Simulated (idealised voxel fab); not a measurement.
process module | voxel self aligned contacts
cross-section cut | 140 nm wide | cells 5 nm
A cross-section is a grid of square cells, given in bands from the top down. A band is one or more rows of cells.
Each band's line starts with the height of the band's top and of its bottom, in nm. Then come its materials from left to right, each with its width in nm. One material with "throughout" fills the band from edge to edge. "air" is empty space.
Height 0 is the level under which the wafer as received is all one material. The lowest band goes on downwards, as in "0 down".
A width such as "30 to 40" changes by the same amount from each row of cells to the next, from the band's top row to its bottom row.
"no change" after a step means that no cell of the cross-section changed.
closed voids: empty space of 8 cells or more with no open way to the top, each as width x height at its distance from the left edge, in nm
after a step's settings: what the simulator itself notes on the step
overlay nm, on a step with a mask: how far to the right of its planned place the mask lay; to the left if negative
plan
1 op RECEIVE | material Si
2 op OXIDIZE | depth nm 5
3 op DIRECTIONAL_DEP | material polySi | thk nm 25
4 op DIRECTIONAL_DEP | material SiN | thk nm 25
5 op PATTERN | tone cover | mask id GATE | material resist | width nm 35 | pitch nm 75 | thk nm 20 | overlay nm 0
6 op DIRECTIONAL_ETCH | etch materials SiN | depth nm 25
7 op DIRECTIONAL_ETCH | etch materials polySi | depth nm 25
8 op STRIP | etch materials resist
9 op CONFORMAL_DEP | material SiN | thk nm 10
10 op DIRECTIONAL_ETCH | etch materials SiN | depth nm 10
11 op FILL_DEP | material SiO2 | thk nm 10
12 op CMP | height nm 55
13 op PATTERN | tone open | mask id CONTACT | material resist | width nm 50 | thk nm 20 | overlay nm -15
14 op DIRECTIONAL_ETCH | etch materials SiO2 | depth nm 60
15 op STRIP | etch materials resist
16 op CONFORMAL_DEP | material TiN | thk nm 5
17 op FILL_DEP | material W | thk nm 10
18 op CMP | height nm 55
19 op CONFORMAL_DEP | material SiCN | thk nm 5
varied across the wafers: overlay nm of step 13. The plan shows the first wafer's value. All wafers start alike
first wafer as received, after step 1
  0 down: Si throughout
  closed voids: none
each wafer at the end: cells of each material gained (+) or lost (-) since it was received, then its closed voids
overlay nm -15 | -28 Si | +28 SiCN | +150 SiN | +62 SiO2 | +32 TiN | +22 W | +70 polySi | closed voids: none
overlay nm -10 | -28 Si | +28 SiCN | +150 SiN | +62 SiO2 | +32 TiN | +22 W | +70 polySi | closed voids: none
overlay nm -5 | -28 Si | +28 SiCN | +150 SiN | +62 SiO2 | +32 TiN | +22 W | +70 polySi | closed voids: none
overlay nm 0 | -28 Si | +28 SiCN | +150 SiN | +62 SiO2 | +32 TiN | +22 W | +70 polySi | closed voids: none
overlay nm 5 | -28 Si | +28 SiCN | +150 SiN | +62 SiO2 | +32 TiN | +22 W | +70 polySi | closed voids: none
overlay nm 10 | -28 Si | +28 SiCN | +150 SiN | +62 SiO2 | +32 TiN | +22 W | +70 polySi | closed voids: none
overlay nm 15 | -28 Si | +28 SiCN | +150 SiN | +62 SiO2 | +32 TiN | +22 W | +70 polySi | closed voids: none
